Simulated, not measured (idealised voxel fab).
process module | voxel tone inversion
cross-section cut | 300 nm wide | cells 5 nm
A cross-section is a grid of square cells, given in bands from the top down. A band is one or more rows of cells.
Each band's line starts with the height of the band's top and of its bottom, in nm. Then come its materials from left to right, each with its width in nm. One material with "throughout" fills the band from edge to edge. "air" is empty space.
Height 0 is the level under which the wafer as received is all one material. The lowest band goes on downwards, as in "0 down".
A width such as "30 to 40" changes by the same amount from each row of cells to the next, from the band's top row to its bottom row.
"no change" after a step means that no cell of the cross-section changed.
closed voids: empty space of 8 cells or more with no open way to the top, each as width x height at its distance from the left edge, in nm
after a step's settings: what the simulator itself notes on the step
overlay nm, on a step with a mask: how far to the right of its planned place the mask lay; to the left if negative
Each pair below shows a cross-section before one step and the cross-section after it, down to the lowest band that changed. The line under each pair gives the step between them, with its settings. The pairs can come from different runs of this module on the same starting wafer, so a pair continues from the pair above only where its "before" says so.
before
  0 down: Si throughout
  closed voids: none
after
  5 to 0: SiN throughout
  below 0: unchanged
  closed voids: none
the step between: op CONFORMAL_DEP | material SiN | thk nm 5
before: the cross-section after the pair above
after
  20 to 5: polySi throughout
  below 5: unchanged
  closed voids: none
the step between: op DIRECTIONAL_DEP | material polySi | thk nm 15
before: the cross-section after the pair above
after
  40 to 20: air 100 | resist 15 | air 25 | resist 15 | air 25 | resist 15 | air 105
  below 20: unchanged
  closed voids: none
the step between: op PATTERN | tone cover | mask id POSTS | material resist | width nm 15 | pitch nm 40 | thk nm 20 | overlay nm 0
before: the cross-section after the pair above
after
  40 to 20: air 100 | resist 15 | air 25 | resist 15 | air 25 | resist 15 | air 105
  20 to 5: air 100 | polySi 15 | air 25 | polySi 15 | air 25 | polySi 15 | air 105
  below 5: unchanged
  closed voids: none
the step between: op DIRECTIONAL_ETCH | etch materials polySi | depth nm 15
before: the cross-section after the pair above
after
  20 to 5: air 100 | polySi 15 | air 25 | polySi 15 | air 25 | polySi 15 | air 105
  below 5: unchanged
  closed voids: none
the step between: op STRIP | etch materials resist
before: the cross-section after the pair above
after
  30 to 20: SiO2 throughout
  20 to 5: SiO2 100 | polySi 15 | SiO2 25 | polySi 15 | SiO2 25 | polySi 15 | SiO2 105
  below 5: unchanged
  closed voids: none
the step between: op FILL_DEP | material SiO2 | thk nm 10
before: the cross-section after the pair above
after
  20 to 5: SiO2 100 | polySi 15 | SiO2 25 | polySi 15 | SiO2 25 | polySi 15 | SiO2 105
  below 5: unchanged
  closed voids: none
the step between: op CMP | height nm 20
before: the cross-section after the pair above
after
  20 to 5: SiO2 100 | air 15 | SiO2 25 | air 15 | SiO2 25 | air 15 | SiO2 105
  below 5: unchanged
  closed voids: none
the step between: op STRIP | etch materials polySi
before: the cross-section after the pair above
after
  25 to 20: TiN 105 | air 5 | TiN 35 | air 5 | TiN 35 | air 5 | TiN 110
  20 to 10: SiO2 100 | TiN 5 | air 5 | TiN 5 | SiO2 25 | TiN 5 | air 5 | TiN 5 | SiO2 25 | TiN 5 | air 5 | TiN 5 | SiO2 105
  10 to 5: SiO2 100 | TiN 15 | SiO2 25 | TiN 15 | SiO2 25 | TiN 15 | SiO2 105
  below 5: unchanged
  closed voids: none
the step between: op CONFORMAL_DEP | material TiN | thk nm 5
before: the cross-section after the pair above
after
  35 to 25: Ru throughout
  25 to 20: TiN 105 | Ru 5 | TiN 35 | Ru 5 | TiN 35 | Ru 5 | TiN 110
  20 to 10: SiO2 100 | TiN 5 | Ru 5 | TiN 5 | SiO2 25 | TiN 5 | Ru 5 | TiN 5 | SiO2 25 | TiN 5 | Ru 5 | TiN 5 | SiO2 105
  below 10: unchanged
  closed voids: none
the step between: op FILL_DEP | material Ru | thk nm 10
before: the cross-section after the pair above
after
  20 to 10: SiO2 100 | TiN 5 | Ru 5 | TiN 5 | SiO2 25 | TiN 5 | Ru 5 | TiN 5 | SiO2 25 | TiN 5 | Ru 5 | TiN 5 | SiO2 105
  below 10: unchanged
  closed voids: none
the step between: op CMP | height nm 20
before: the cross-section after the pair above
after
  25 to 20: SiN throughout
  below 20: unchanged
  closed voids: none
the step between: op CONFORMAL_DEP | material SiN | thk nm 5
before
  0 down: Si throughout
  closed voids: none
after
  15 to 0: polySi throughout
  below 0: unchanged
  closed voids: none
the step between: op DIRECTIONAL_DEP | material polySi | thk nm 15
before: the cross-section after the pair above
after
  35 to 15: air 100 | resist 15 | air 25 | resist 15 | air 25 | resist 15 | air 105
  below 15: unchanged
  closed voids: none
the step between: op PATTERN | tone cover | mask id POSTS | material resist | width nm 15 | pitch nm 40 | thk nm 20 | overlay nm 0
before: the cross-section after the pair above
after
  35 to 15: air 100 | resist 15 | air 25 | resist 15 | air 25 | resist 15 | air 105
  15 to 0: air 100 | polySi 15 | air 25 | polySi 15 | air 25 | polySi 15 | air 105
  below 0: unchanged
  closed voids: none
the step between: op DIRECTIONAL_ETCH | etch materials polySi | depth nm 15
before: the cross-section after the pair above
after
  15 to 0: air 100 | polySi 15 | air 25 | polySi 15 | air 25 | polySi 15 | air 105
  below 0: unchanged
  closed voids: none
the step between: op STRIP | etch materials resist
before: the cross-section after the pair above
after
  25 to 15: SiO2 throughout
  15 to 0: SiO2 100 | polySi 15 | SiO2 25 | polySi 15 | SiO2 25 | polySi 15 | SiO2 105
  below 0: unchanged
  closed voids: none
the step between: op FILL_DEP | material SiO2 | thk nm 10
before: the cross-section after the pair above
after
  20 to 15: SiO2 throughout
  below 15: unchanged
  closed voids: none
the step between: op CMP | height nm 20
before: the cross-section after the pair above
after
  25 to 20: TiN throughout
  below 20: unchanged
  closed voids: none
the step between: op CONFORMAL_DEP | material TiN | thk nm 5
before: the cross-section after the pair above
after
  35 to 25: Ru throughout
  below 25: unchanged
  closed voids: none
the step between: op FILL_DEP | material Ru | thk nm 10
before: the cross-section after the pair above
after
  20 to 15: SiO2 throughout
  below 15: unchanged
  closed voids: none
the step between: op CMP | height nm 20
before: the cross-section after the pair above
after
  25 to 20: SiN throughout
  below 20: unchanged
  closed voids: none
the step between: op CONFORMAL_DEP | material SiN | thk nm 5
before
  30 to 20: SiO2 throughout
  20 to 5: SiO2 100 | polySi 15 | SiO2 25 | polySi 15 | SiO2 25 | polySi 15 | SiO2 105
  5 to 0: SiN throughout
  0 down: Si throughout
  closed voids: none
after
  40 to 20: SiO2 throughout
  below 20: unchanged
  closed voids: none
the step between: op FILL_DEP | material SiO2 | thk nm 10
before: the cross-section after the pair above
after
  20 to 5: SiO2 100 | polySi 15 | SiO2 25 | polySi 15 | SiO2 25 | polySi 15 | SiO2 105
  below 5: unchanged
  closed voids: none
the step between: op CMP | height nm 20
before
  15 to 0: polySi throughout
  0 down: Si throughout
  closed voids: none
after
  20 to 15: SiN throughout
  below 15: unchanged
  closed voids: none
the step between: op CONFORMAL_DEP | material SiN | thk nm 5
before: the cross-section after the pair above
after
  40 to 20: air 100 | resist 15 | air 25 | resist 15 | air 25 | resist 15 | air 105
  below 20: unchanged
  closed voids: none
the step between: op PATTERN | tone cover | mask id POSTS | material resist | width nm 15 | pitch nm 40 | thk nm 20 | overlay nm 0
before: the cross-section after the pair above
after
  20 to 15: SiN throughout
  below 15: unchanged
  closed voids: none
the step between: op STRIP | etch materials resist
before: the cross-section after the pair above
after
  30 to 20: SiO2 throughout
  below 20: unchanged
  closed voids: none
the step between: op FILL_DEP | material SiO2 | thk nm 10
before: the cross-section after the pair above
after
  20 to 15: SiN throughout
  below 15: unchanged
  closed voids: none
the step between: op CMP | height nm 20
before: the cross-section after the pair above
after
  25 to 20: TiN throughout
  below 20: unchanged
  closed voids: none
the step between: op CONFORMAL_DEP | material TiN | thk nm 5
before: the cross-section after the pair above
after
  35 to 25: Ru throughout
  below 25: unchanged
  closed voids: none
the step between: op FILL_DEP | material Ru | thk nm 10
before: the cross-section after the pair above
after
  20 to 15: SiN throughout
  below 15: unchanged
  closed voids: none
the step between: op CMP | height nm 20
before: the cross-section after the pair above
after
  25 to 15: SiN throughout
  below 15: unchanged
  closed voids: none
the step between: op CONFORMAL_DEP | material SiN | thk nm 5
before
  35 to 25: Ru throughout
  25 to 20: TiN 105 | Ru 5 | TiN 35 | Ru 5 | TiN 35 | Ru 5 | TiN 110
  20 to 10: SiO2 100 | TiN 5 | Ru 5 | TiN 5 | SiO2 25 | TiN 5 | Ru 5 | TiN 5 | SiO2 25 | TiN 5 | Ru 5 | TiN 5 | SiO2 105
  10 to 5: SiO2 100 | TiN 15 | SiO2 25 | TiN 15 | SiO2 25 | TiN 15 | SiO2 105
  5 to 0: SiN throughout
  0 down: Si throughout
  closed voids: none
after
  10 to 5: SiO2 100 | TiN 15 | SiO2 25 | TiN 15 | SiO2 25 | TiN 15 | SiO2 105
  below 5: unchanged
  closed voids: none
the step between: op CMP | height nm 10
before: the cross-section after the pair above
after
  15 to 10: SiN throughout
  below 10: unchanged
  closed voids: none
the step between: op CONFORMAL_DEP | material SiN | thk nm 5
before
  20 to 5: polySi throughout
  5 to 0: SiN throughout
  0 down: Si throughout
  closed voids: none
after
  40 to 20: air 100 | resist 20 | air 20 | resist 20 | air 20 | resist 20 | air 100
  below 20: unchanged
  closed voids: none
the step between: op PATTERN | tone cover | mask id POSTS | material resist | width nm 20 | pitch nm 40 | thk nm 20 | overlay nm 0
before: the cross-section after the pair above
after
  40 to 20: air 100 | resist 20 | air 20 | resist 20 | air 20 | resist 20 | air 100
  20 to 5: air 100 | polySi 20 | air 20 | polySi 20 | air 20 | polySi 20 | air 100
  below 5: unchanged
  closed voids: none
the step between: op DIRECTIONAL_ETCH | etch materials polySi | depth nm 15
before: the cross-section after the pair above
after
  20 to 5: air 100 | polySi 20 | air 20 | polySi 20 | air 20 | polySi 20 | air 100
  below 5: unchanged
  closed voids: none
the step between: op STRIP | etch materials resist
before: the cross-section after the pair above
after
  30 to 20: SiO2 throughout
  20 to 5: SiO2 100 | polySi 20 | SiO2 20 | polySi 20 | SiO2 20 | polySi 20 | SiO2 100
  below 5: unchanged
  closed voids: none
the step between: op FILL_DEP | material SiO2 | thk nm 10
before: the cross-section after the pair above
after
  20 to 5: SiO2 100 | polySi 20 | SiO2 20 | polySi 20 | SiO2 20 | polySi 20 | SiO2 100
  below 5: unchanged
  closed voids: none
the step between: op CMP | height nm 20
before: the cross-section after the pair above
after
  20 to 5: SiO2 100 | air 20 | SiO2 20 | air 20 | SiO2 20 | air 20 | SiO2 100
  below 5: unchanged
  closed voids: none
the step between: op STRIP | etch materials polySi
before: the cross-section after the pair above
after
  25 to 20: TiN 105 | air 10 | TiN 30 | air 10 | TiN 30 | air 10 | TiN 105
  20 to 10: SiO2 100 | TiN 5 | air 10 | TiN 5 | SiO2 20 | TiN 5 | air 10 | TiN 5 | SiO2 20 | TiN 5 | air 10 | TiN 5 | SiO2 100
  10 to 5: SiO2 100 | TiN 20 | SiO2 20 | TiN 20 | SiO2 20 | TiN 20 | SiO2 100
  below 5: unchanged
  closed voids: none
the step between: op CONFORMAL_DEP | material TiN | thk nm 5
before: the cross-section after the pair above
after
  35 to 25: Ru throughout
  25 to 20: TiN 105 | Ru 10 | TiN 30 | Ru 10 | TiN 30 | Ru 10 | TiN 105
  20 to 10: SiO2 100 | TiN 5 | Ru 10 | TiN 5 | SiO2 20 | TiN 5 | Ru 10 | TiN 5 | SiO2 20 | TiN 5 | Ru 10 | TiN 5 | SiO2 100
  below 10: unchanged
  closed voids: none
the step between: op FILL_DEP | material Ru | thk nm 10
before: the cross-section after the pair above
after
  20 to 10: SiO2 100 | TiN 5 | Ru 10 | TiN 5 | SiO2 20 | TiN 5 | Ru 10 | TiN 5 | SiO2 20 | TiN 5 | Ru 10 | TiN 5 | SiO2 100
  below 10: unchanged
  closed voids: none
the step between: op CMP | height nm 20
before: the cross-section after the pair above
after
  25 to 20: SiN throughout
  below 20: unchanged
  closed voids: none
the step between: op CONFORMAL_DEP | material SiN | thk nm 5
before
  20 to 5: polySi throughout
  5 to 0: SiN throughout
  0 down: Si throughout
  closed voids: none
after
  40 to 20: air 95 | resist 15 | air 25 | resist 15 | air 25 | resist 15 | air 110
  below 20: unchanged
  closed voids: none
the step between: op PATTERN | tone cover | mask id POSTS | material resist | width nm 15 | pitch nm 40 | thk nm 20 | overlay nm -5
before: the cross-section after the pair above
after
  40 to 20: air 95 | resist 15 | air 25 | resist 15 | air 25 | resist 15 | air 110
  20 to 5: air 95 | polySi 15 | air 25 | polySi 15 | air 25 | polySi 15 | air 110
  below 5: unchanged
  closed voids: none
the step between: op DIRECTIONAL_ETCH | etch materials polySi | depth nm 15
before: the cross-section after the pair above
after
  20 to 5: air 95 | polySi 15 | air 25 | polySi 15 | air 25 | polySi 15 | air 110
  below 5: unchanged
  closed voids: none
the step between: op STRIP | etch materials resist
before: the cross-section after the pair above
after
  30 to 20: SiO2 throughout
  20 to 5: SiO2 95 | polySi 15 | SiO2 25 | polySi 15 | SiO2 25 | polySi 15 | SiO2 110
  below 5: unchanged
  closed voids: none
the step between: op FILL_DEP | material SiO2 | thk nm 10
before: the cross-section after the pair above
after
  20 to 5: SiO2 95 | polySi 15 | SiO2 25 | polySi 15 | SiO2 25 | polySi 15 | SiO2 110
  below 5: unchanged
  closed voids: none
the step between: op CMP | height nm 20
before: the cross-section after the pair above
after
  20 to 5: SiO2 95 | air 15 | SiO2 25 | air 15 | SiO2 25 | air 15 | SiO2 110
  below 5: unchanged
  closed voids: none
the step between: op STRIP | etch materials polySi
before: the cross-section after the pair above
after
  25 to 20: TiN 100 | air 5 | TiN 35 | air 5 | TiN 35 | air 5 | TiN 115
  20 to 10: SiO2 95 | TiN 5 | air 5 | TiN 5 | SiO2 25 | TiN 5 | air 5 | TiN 5 | SiO2 25 | TiN 5 | air 5 | TiN 5 | SiO2 110
  10 to 5: SiO2 95 | TiN 15 | SiO2 25 | TiN 15 | SiO2 25 | TiN 15 | SiO2 110
  below 5: unchanged
  closed voids: none
the step between: op CONFORMAL_DEP | material TiN | thk nm 5
before: the cross-section after the pair above
after
  35 to 25: Ru throughout
  25 to 20: TiN 100 | Ru 5 | TiN 35 | Ru 5 | TiN 35 | Ru 5 | TiN 115
  20 to 10: SiO2 95 | TiN 5 | Ru 5 | TiN 5 | SiO2 25 | TiN 5 | Ru 5 | TiN 5 | SiO2 25 | TiN 5 | Ru 5 | TiN 5 | SiO2 110
  below 10: unchanged
  closed voids: none
the step between: op FILL_DEP | material Ru | thk nm 10
before: the cross-section after the pair above
after
  20 to 10: SiO2 95 | TiN 5 | Ru 5 | TiN 5 | SiO2 25 | TiN 5 | Ru 5 | TiN 5 | SiO2 25 | TiN 5 | Ru 5 | TiN 5 | SiO2 110
  below 10: unchanged
  closed voids: none
the step between: op CMP | height nm 20
before: the cross-section after the pair above
after
  25 to 20: SiN throughout
  below 20: unchanged
  closed voids: none
the step between: op CONFORMAL_DEP | material SiN | thk nm 5
before
  0 down: Si throughout
  closed voids: none
after
  5 to 0: TiN throughout
  below 0: unchanged
  closed voids: none
the step between: op CONFORMAL_DEP | material TiN | thk nm 5
before: the cross-section after the pair above
after
  20 to 5: polySi throughout
  below 5: unchanged
  closed voids: none
the step between: op DIRECTIONAL_DEP | material polySi | thk nm 15
before: the cross-section after the pair above
after
  40 to 20: air 100 | resist 15 | air 25 | resist 15 | air 25 | resist 15 | air 105
  below 20: unchanged
  closed voids: none
the step between: op PATTERN | tone cover | mask id POSTS | material resist | width nm 15 | pitch nm 40 | thk nm 20 | overlay nm 0
before: the cross-section after the pair above
after
  40 to 20: air 100 | resist 15 | air 25 | resist 15 | air 25 | resist 15 | air 105
  20 to 5: air 100 | polySi 15 | air 25 | polySi 15 | air 25 | polySi 15 | air 105
  below 5: unchanged
  closed voids: none
the step between: op DIRECTIONAL_ETCH | etch materials polySi | depth nm 15
before: the cross-section after the pair above
after
  20 to 5: air 100 | polySi 15 | air 25 | polySi 15 | air 25 | polySi 15 | air 105
  below 5: unchanged
  closed voids: none
the step between: op STRIP | etch materials resist
before: the cross-section after the pair above
after
  30 to 20: SiO2 throughout
  20 to 5: SiO2 100 | polySi 15 | SiO2 25 | polySi 15 | SiO2 25 | polySi 15 | SiO2 105
  below 5: unchanged
  closed voids: none
the step between: op FILL_DEP | material SiO2 | thk nm 10
before: the cross-section after the pair above
after
  20 to 5: SiO2 100 | polySi 15 | SiO2 25 | polySi 15 | SiO2 25 | polySi 15 | SiO2 105
  below 5: unchanged
  closed voids: none
the step between: op CMP | height nm 20
before: the cross-section after the pair above
after
  20 to 5: SiO2 100 | air 15 | SiO2 25 | air 15 | SiO2 25 | air 15 | SiO2 105
  below 5: unchanged
  closed voids: none
the step between: op STRIP | etch materials polySi
before: the cross-section after the pair above
after
  25 to 20: TiN 105 | air 5 | TiN 35 | air 5 | TiN 35 | air 5 | TiN 110
  20 to 10: SiO2 100 | TiN 5 | air 5 | TiN 5 | SiO2 25 | TiN 5 | air 5 | TiN 5 | SiO2 25 | TiN 5 | air 5 | TiN 5 | SiO2 105
  10 to 5: SiO2 100 | TiN 15 | SiO2 25 | TiN 15 | SiO2 25 | TiN 15 | SiO2 105
  below 5: unchanged
  closed voids: none
the step between: op CONFORMAL_DEP | material TiN | thk nm 5
before: the cross-section after the pair above
after
  35 to 25: Ru throughout
  25 to 20: TiN 105 | Ru 5 | TiN 35 | Ru 5 | TiN 35 | Ru 5 | TiN 110
  20 to 10: SiO2 100 | TiN 5 | Ru 5 | TiN 5 | SiO2 25 | TiN 5 | Ru 5 | TiN 5 | SiO2 25 | TiN 5 | Ru 5 | TiN 5 | SiO2 105
  below 10: unchanged
  closed voids: none
the step between: op FILL_DEP | material Ru | thk nm 10
before: the cross-section after the pair above
after
  20 to 10: SiO2 100 | TiN 5 | Ru 5 | TiN 5 | SiO2 25 | TiN 5 | Ru 5 | TiN 5 | SiO2 25 | TiN 5 | Ru 5 | TiN 5 | SiO2 105
  below 10: unchanged
  closed voids: none
the step between: op CMP | height nm 20
before: the cross-section after the pair above
after
  25 to 20: SiN throughout
  below 20: unchanged
  closed voids: none
the step between: op CONFORMAL_DEP | material SiN | thk nm 5
before
  20 to 5: polySi throughout
  5 to 0: SiN throughout
  0 down: Si throughout
  closed voids: none
after
  40 to 20: resist 100 | air 15 | resist 25 | air 15 | resist 25 | air 15 | resist 105
  below 20: unchanged
  closed voids: none
the step between: op PATTERN | tone open | mask id POSTS | material resist | width nm 15 | pitch nm 40 | thk nm 20 | overlay nm 0
before: the cross-section after the pair above
after
  40 to 20: resist 100 | air 15 | resist 25 | air 15 | resist 25 | air 15 | resist 105
  20 to 5: polySi 100 | air 15 | polySi 25 | air 15 | polySi 25 | air 15 | polySi 105
  below 5: unchanged
  closed voids: none
the step between: op DIRECTIONAL_ETCH | etch materials polySi | depth nm 15
before: the cross-section after the pair above
after
  20 to 5: polySi 100 | air 15 | polySi 25 | air 15 | polySi 25 | air 15 | polySi 105
  below 5: unchanged
  closed voids: none
the step between: op STRIP | etch materials resist
before: the cross-section after the pair above
after
  30 to 20: SiO2 throughout
  20 to 5: polySi 100 | SiO2 15 | polySi 25 | SiO2 15 | polySi 25 | SiO2 15 | polySi 105
  below 5: unchanged
  closed voids: none
the step between: op FILL_DEP | material SiO2 | thk nm 10
before: the cross-section after the pair above
after
  20 to 5: polySi 100 | SiO2 15 | polySi 25 | SiO2 15 | polySi 25 | SiO2 15 | polySi 105
  below 5: unchanged
  closed voids: none
the step between: op CMP | height nm 20
before: the cross-section after the pair above
after
  20 to 5: air 100 | SiO2 15 | air 25 | SiO2 15 | air 25 | SiO2 15 | air 105
  below 5: unchanged
  closed voids: none
the step between: op STRIP | etch materials polySi
before: the cross-section after the pair above
after
  25 to 20: air 95 | TiN 25 | air 15 | TiN 25 | air 15 | TiN 25 | air 100
  20 to 10: air 95 | TiN 5 | SiO2 15 | TiN 5 | air 15 | TiN 5 | SiO2 15 | TiN 5 | air 15 | TiN 5 | SiO2 15 | TiN 5 | air 100
  10 to 5: TiN 100 | SiO2 15 | TiN 25 | SiO2 15 | TiN 25 | SiO2 15 | TiN 105
  below 5: unchanged
  closed voids: none
the step between: op CONFORMAL_DEP | material TiN | thk nm 5
before: the cross-section after the pair above
after
  35 to 25: Ru throughout
  25 to 20: Ru 95 | TiN 25 | Ru 15 | TiN 25 | Ru 15 | TiN 25 | Ru 100
  20 to 10: Ru 95 | TiN 5 | SiO2 15 | TiN 5 | Ru 15 | TiN 5 | SiO2 15 | TiN 5 | Ru 15 | TiN 5 | SiO2 15 | TiN 5 | Ru 100
  below 10: unchanged
  closed voids: none
the step between: op FILL_DEP | material Ru | thk nm 10
before: the cross-section after the pair above
after
  20 to 10: Ru 95 | TiN 5 | SiO2 15 | TiN 5 | Ru 15 | TiN 5 | SiO2 15 | TiN 5 | Ru 15 | TiN 5 | SiO2 15 | TiN 5 | Ru 100
  below 10: unchanged
  closed voids: none
the step between: op CMP | height nm 20
before: the cross-section after the pair above
after
  25 to 20: SiN throughout
  below 20: unchanged
  closed voids: none
the step between: op CONFORMAL_DEP | material SiN | thk nm 5
